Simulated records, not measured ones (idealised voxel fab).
Process module heading - voxel transistor to metal
For reference, the cross-section in this document is cut, with width 155 nm and square cells of 5 nm.
In what follows, cross-sections appear as grids of square cells, described through bands that run from the top down, where every band is one or more rows of cells. In this notation a band is specified by the heights of its top and bottom, in that order and in nm, after which its materials appear from left to right, each paired with its width in nm. The word "throughout" attached to a single material means that material fills the band from edge to edge; the word "blank" stands for empty space. Beneath 0, the wafer as received is one material, and that level is where height counting begins. The lowest band goes on downward without a bottom; it is written like "z 0 and below". The expression "30 to 40" gives the width at the extremes of the band, the first number at its top row of cells and the second at its bottom row, with the width changing by equal amounts from each row to the next in between. Given "same as before" for a step, no cell of the cross-section differs between before and after that step. In the "Enclosed void listing" entry, you get each enclosed empty space of 8 cells or more, one with no open way to the top, written width x height at distance, distance from the left edge, in nm. Past the settings on a step's line: simulator remark, on that step. A step line may carry the setting "overlay nm", which, for steps involving a mask, states the distance by which the mask lay to the right of its intended position; negative values denote displacement to the left.

-- These are the steps we planned for the process
1 RECEIVE,material Si
2 CONFORMAL_DEP,material SiO2,thk nm 5
3 CONFORMAL_DEP,material SiN,thk nm 15
4 MASKED_ETCH,tone cover,mask id ACTIVE,width nm 95,etch materials SiN,depth nm 15,overlay nm 0
5 MASKED_ETCH,tone cover,mask id ACTIVE,width nm 95,etch materials SiO2,depth nm 5,overlay nm 0
6 MASKED_ETCH,tone cover,mask id ACTIVE,width nm 95,etch materials Si,depth nm 25,overlay nm 0
7 FILL_DEP,material SiO2,thk nm 5
8 CMP,height nm 20
9 SELECTIVE_ETCH,etch materials SiO2,depth nm 15
10 STRIP,etch materials SiN
11 SELECTIVE_ETCH,etch materials SiO2,depth nm 5
12 OXIDIZE,depth nm 5
13 DIRECTIONAL_DEP,material polySi,thk nm 20
14 DIRECTIONAL_DEP,material SiCN,thk nm 10
15 DIRECTIONAL_DEP,material aC,thk nm 10
16 PATTERN,tone cover,mask id GATE,material resist,width nm 25,thk nm 25,overlay nm 0
17 DIRECTIONAL_ETCH,etch materials aC,depth nm 10
18 STRIP,etch materials resist
19 DIRECTIONAL_ETCH,etch materials SiCN,depth nm 20
20 DIRECTIONAL_ETCH,etch materials polySi,depth nm 30
21 STRIP,etch materials aC
22 CONFORMAL_DEP,material SiO2,thk nm 5
23 DIRECTIONAL_ETCH,etch materials SiO2,depth nm 5
24 CONFORMAL_DEP,material SiN,thk nm 5
25 DIRECTIONAL_ETCH,etch materials SiN,depth nm 5
26 DIRECTIONAL_ETCH,etch materials SiO2,depth nm 5
27 EPI,material pSi,thk nm 5
28 FILL_DEP,material SiO2,thk nm 10
29 CMP,height nm 20
30 STRIP,etch materials polySi
31 SELECTIVE_ETCH,etch materials SiO2,depth nm 5
32 CONFORMAL_DEP,material HfO2,thk nm 5
33 CONFORMAL_DEP,material TiN,thk nm 5
34 FILL_DEP,material W,thk nm 5
35 CMP,height nm 15
36 DIRECTIONAL_DEP,material SiO2,thk nm 15
37 MASKED_ETCH,tone open,mask id CONTACT,width nm 15,pitch nm 70,etch materials SiO2,depth nm 30,overlay nm 0
38 CONFORMAL_DEP,material TiN,thk nm 5
39 FILL_DEP,material Ru,thk nm 5
40 CMP,height nm 30
41 DIRECTIONAL_DEP,material TiN,thk nm 5
42 DIRECTIONAL_DEP,material W,thk nm 15
43 PATTERN,tone cover,mask id METAL_1,material resist,width nm 15,pitch nm 70,thk nm 15,overlay nm 0
44 DIRECTIONAL_ETCH,etch materials W,depth nm 15
45 DIRECTIONAL_ETCH,etch materials TiN,depth nm 5
46 STRIP,etch materials resist
47 CONFORMAL_DEP,material SiCN,thk nm 5
48 FILL_DEP,material SiO2,thk nm 5
49 CMP,height nm 50
50 CONFORMAL_DEP,material SiCN,thk nm 5
51 DIRECTIONAL_DEP,material SiO2,thk nm 35
52 PATTERN,tone open,mask id METAL_2,material resist,width nm 15,pitch nm 70,thk nm 20,overlay nm 0
53 DIRECTIONAL_ETCH,etch materials SiO2,depth nm 20
54 STRIP,etch materials resist
55 PATTERN,tone open,mask id METAL_2_HOLES,material resist,width nm 15,pitch nm 70,thk nm 15,overlay nm 0
56 DIRECTIONAL_ETCH,etch materials SiO2,depth nm 15
57 DIRECTIONAL_ETCH,etch materials SiCN,depth nm 5
58 STRIP,etch materials resist
59 CONFORMAL_DEP,material TiN,thk nm 5
60 FILL_DEP,material Ru,thk nm 5
61 CMP,height nm 90
62 CONFORMAL_DEP,material SiCN,thk nm 5

-- Wafer cross-section on receipt, i.e. after step 1
  z 0 and below: Si throughout
  Enclosed void listing: none

-- Post-module cross-section of the first of two wafers (run per plan)
  z 95 to 90: SiCN throughout
  z 90 to 55: 35 of SiO2; 5 of TiN; 5 of Ru; 5 of TiN; 55 of SiO2; 5 of TiN; 5 of Ru; 5 of TiN; 35 of SiO2
  z 55 to 50: 35 of SiCN; 15 of TiN; 55 of SiCN; 15 of TiN; 35 of SiCN
  z 50 to 35: 30 of SiO2; 5 of SiCN; 15 of W; 5 of SiCN; 45 of SiO2; 5 of SiCN; 15 of W; 5 of SiCN; 30 of SiO2
  z 35 to 30: 35 of SiCN; 15 of TiN; 55 of SiCN; 15 of TiN; 35 of SiCN
  z 30 to 15: 35 of SiO2; 5 of TiN; 5 of Ru; 5 of TiN; 55 of SiO2; 5 of TiN; 5 of Ru; 5 of TiN; 35 of SiO2
  z 15 to 5: 35 of SiO2; 5 of TiN; 5 of Ru; 5 of TiN; 5 of SiO2; 5 of SiN; 5 of HfO2; 5 of TiN; 15 of W; 5 of TiN; 5 of HfO2; 5 of SiN; 5 of SiO2; 5 of TiN; 5 of Ru; 5 of TiN; 35 of SiO2
  z 5 to 0: 35 of SiO2; 15 of TiN; 5 of SiO2; 5 of SiN; 5 of HfO2; 25 of TiN; 5 of HfO2; 5 of SiN; 5 of SiO2; 15 of TiN; 35 of SiO2
  z 0 to -5: 25 of SiO2; 30 of pSi; 5 of SiO2; 35 of HfO2; 5 of SiO2; 30 of pSi; 25 of SiO2
  z -5 to -25: 30 of SiO2; 95 of Si; 30 of SiO2
  z -25 and below: Si throughout
  Enclosed void listing: none

-- The second wafer, shown in cross-section after the module: started the same way as the first and given the same plan, yet one mistake crept into how it was run
  z 95 to 90: SiCN throughout
  z 90 to 55: 35 of SiO2; 5 of TiN; 5 of Ru; 5 of TiN; 55 of SiO2; 5 of TiN; 5 of Ru; 5 of TiN; 35 of SiO2
  z 55 to 50: 35 of SiCN; 15 of TiN; 55 of SiCN; 15 of TiN; 35 of SiCN
  z 50 to 35: 30 of SiO2; 5 of SiCN; 15 of W; 5 of SiCN; 45 of SiO2; 5 of SiCN; 15 of W; 5 of SiCN; 30 of SiO2
  z 35 to 30: 35 of SiCN; 15 of TiN; 55 of SiCN; 15 of TiN; 35 of SiCN
  z 30 to 15: 35 of SiO2; 5 of TiN; 5 of Ru; 5 of TiN; 55 of SiO2; 5 of TiN; 5 of Ru; 5 of TiN; 35 of SiO2
  z 15 to 10: 35 of SiO2; 15 of TiN; 5 of SiO2; 5 of SiN; 5 of HfO2; 25 of TiN; 5 of HfO2; 5 of SiN; 5 of SiO2; 15 of TiN; 35 of SiO2
  z 10 to 5: 35 of SiO2; 5 of SiN; 10 of TiN; 10 of SiO2; 35 of HfO2; 10 of SiO2; 10 of TiN; 5 of SiN; 35 of SiO2
  z 5 to 0: 35 of SiO2; 5 of SiN; 10 of TiN; 55 of SiO2; 10 of TiN; 5 of SiN; 35 of SiO2
  z 0 to -5: 35 of pSi; 15 of SiO2; 55 of Si; 15 of SiO2; 35 of pSi
  z -5 and below: Si throughout
  Enclosed void listing: none
Against the plan, the run slipped here: for step 2, the planned setting was not used; the step was instead run as CONFORMAL_DEP,material SiO2,thk nm 15
End of process, cell counts, second wafer against first, materials with more or fewer: -4 HfO2 | -4 Ru | +59 Si | -43 SiO2 | -4 TiN | -6 W | +2 pSi
